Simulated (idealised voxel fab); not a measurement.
process module | voxel self aligned vias
cross-section cut | 230 nm wide | cells 5 nm
A cross-section is a grid of square cells, given in bands from the top down. A band is one or more rows of cells.
Each band's line starts with the height of the band's top and of its bottom, in nm. Then come its materials from left to right, each with its width in nm. One material with "throughout" fills the band from edge to edge. "air" is empty space.
Height 0 is the level under which the wafer as received is all one material. The lowest band goes on downwards, as in "0 down".
A width such as "30 to 40" changes by the same amount from each row of cells to the next, from the band's top row to its bottom row.
"no change" after a step means that no cell of the cross-section changed.
closed voids: empty space of 8 cells or more with no open way to the top, each as width x height at its distance from the left edge, in nm
after a step's settings: what the simulator itself notes on the step
overlay nm, on a step with a mask: how far to the right of its planned place the mask lay; to the left if negative
plan
1 op RECEIVE | material Si
2 op CONFORMAL_DEP | material SiO2 | thk nm 10
3 op CONFORMAL_DEP | material SiCN | thk nm 5
4 op DIRECTIONAL_DEP | material SiO2 | thk nm 30
5 op MASKED_ETCH | tone open | mask id LINES | width nm 20 | pitch nm 50 | etch materials SiO2 | depth nm 30 | overlay nm 0
6 op CONFORMAL_DEP | material TiN | thk nm 5
7 op FILL_DEP | material Ru | thk nm 10
8 op CMP | height nm 45
9 op SELECTIVE_ETCH | etch materials W Ru TiN | depth nm 10
10 op FILL_DEP | material SiN | thk nm 10
11 op CMP | height nm 45
12 op DIRECTIONAL_DEP | material SiO2 | thk nm 15
13 op PATTERN | tone open | mask id VIAS | material resist | width nm 30 | thk nm 20 | overlay nm 0
14 op DIRECTIONAL_ETCH | etch materials SiO2 | depth nm 15
15 op DIRECTIONAL_ETCH | etch materials SiN | depth nm 10
16 op STRIP | etch materials resist
17 op CONFORMAL_DEP | material TiN | thk nm 5
18 op FILL_DEP | material W | thk nm 5
19 op CMP | height nm 60
20 op CONFORMAL_DEP | material SiCN | thk nm 5
as received, after step 1
  0 down: Si throughout
  closed voids: none
a wafer at the end: this start, this plan, one mistake
  65 to 60: SiCN throughout
  60 to 50: SiO2 80 | W 20 | SiO2 130
  50 to 45: SiO2 85 | W 10 | SiO2 135
  45 to 40: SiO2 85 | W 10 | SiO2 35 | SiN 20 | SiO2 80
  40 to 35: SiO2 130 | SiN 20 | SiO2 80
  35 to 20: SiO2 80 | TiN 5 | Ru 10 | TiN 5 | SiO2 30 | TiN 5 | Ru 10 | TiN 5 | SiO2 80
  20 to 15: SiO2 80 | TiN 20 | SiO2 30 | TiN 20 | SiO2 80
  15 to 10: SiCN throughout
  10 to 0: SiO2 throughout
  0 down: Si throughout
  closed voids: none
what went wrong: step 17 ran as: op CONFORMAL_DEP | material SiO2 | thk nm 5
